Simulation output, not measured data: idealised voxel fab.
Process module name: voxel self aligned contacts
The figure presents cross-section cut, which has a width of 225 nm and is divided into square cells with an edge length of 5 nm.
A cross-section is a grid of square cells, given in bands from the top down. A band is one or more rows of cells. The band entry comprises the height of the band's top followed by the height of its bottom, expressed in nm, and subsequently the band's materials from left to right, each stated together with its width in nm. Where a single material is marked with the word "throughout", that material fills the band from edge to edge. The word "blank" represents empty space. A quick word on heights: they are counted from 0, and under that level the wafer as it came to us is one material throughout. The lowest band is different from the rest in having no bottom; it simply continues downward, written as in "0 and below". A width given as "30 to 40" starts at the first number in the band's top row and ends at the second number in its bottom row, shifting by an equal amount at every step from row to row. Take "remained the same" at face value: in the step it is given for, the cross-section changed in none of its cells. The list in "Internal closed voids" covers empty spaces of 8 cells or more that cannot reach the top through any open way, and it gives each as width x height at distance; the distance is from the left edge, and width, height and distance are in nm. What comes after the settings on a step's line is commentary from the simulator itself on that step. When a step includes a mask, the "overlay nm" setting on its line states how far to the right of its planned place that mask lay, and negative values state how far to the left.

[Process steps foreseen in the plan]
1) RECEIVE [material Si]
2) CONFORMAL_DEP [material SiO2] [thk nm 5]
3) DIRECTIONAL_DEP [material polySi] [thk nm 20]
4) DIRECTIONAL_DEP [material SiN] [thk nm 20]
5) PATTERN [tone cover] [mask id GATE] [material resist] [width nm 35] [pitch nm 65] [thk nm 15] [overlay nm 0]
6) DIRECTIONAL_ETCH [etch materials SiN] [depth nm 20]
7) DIRECTIONAL_ETCH [etch materials polySi] [depth nm 20]
8) STRIP [etch materials resist]
9) CONFORMAL_DEP [material SiN] [thk nm 5]
10) DIRECTIONAL_ETCH [etch materials SiN] [depth nm 5]
11) FILL_DEP [material SiO2] [thk nm 15]
12) CMP [height nm 50]
13) PATTERN [tone open] [mask id CONTACT] [material resist] [width nm 40] [thk nm 15] [overlay nm 0]
14) DIRECTIONAL_ETCH [etch materials SiO2] [depth nm 50]
15) STRIP [etch materials resist]
16) CONFORMAL_DEP [material TiN] [thk nm 5]
17) FILL_DEP [material Ru] [thk nm 10]
18) CMP [height nm 50]
19) CONFORMAL_DEP [material SiCN] [thk nm 5]

[Cross-section of the wafer as it came to us, i.e., already through step 1]
	0 and below  Si throughout
	Internal closed voids: none

[The plan above was carried out on the starting structure above with one mistake, and this cross-section shows the wafer at the end of the module]
	55 down to 50  SiCN throughout
	50 down to 35  SiO2 (55), then SiN (45), then TiN (5), then Ru (10), then TiN (5), then SiN (45), then SiO2 (60)
	35 down to 30  SiO2 (55), then SiN (45), then TiN (20), then SiN (45), then SiO2 (60)
	30 down to 25  SiN throughout
	25 down to 5  polySi throughout
	5 down to 0  SiO2 throughout
	0 and below  Si throughout
	Internal closed voids: none
In executing the process, a mistake was made relative to the plan: step 4 did not happen as planned, as run it was DIRECTIONAL_DEP [material SiN] [thk nm 25]
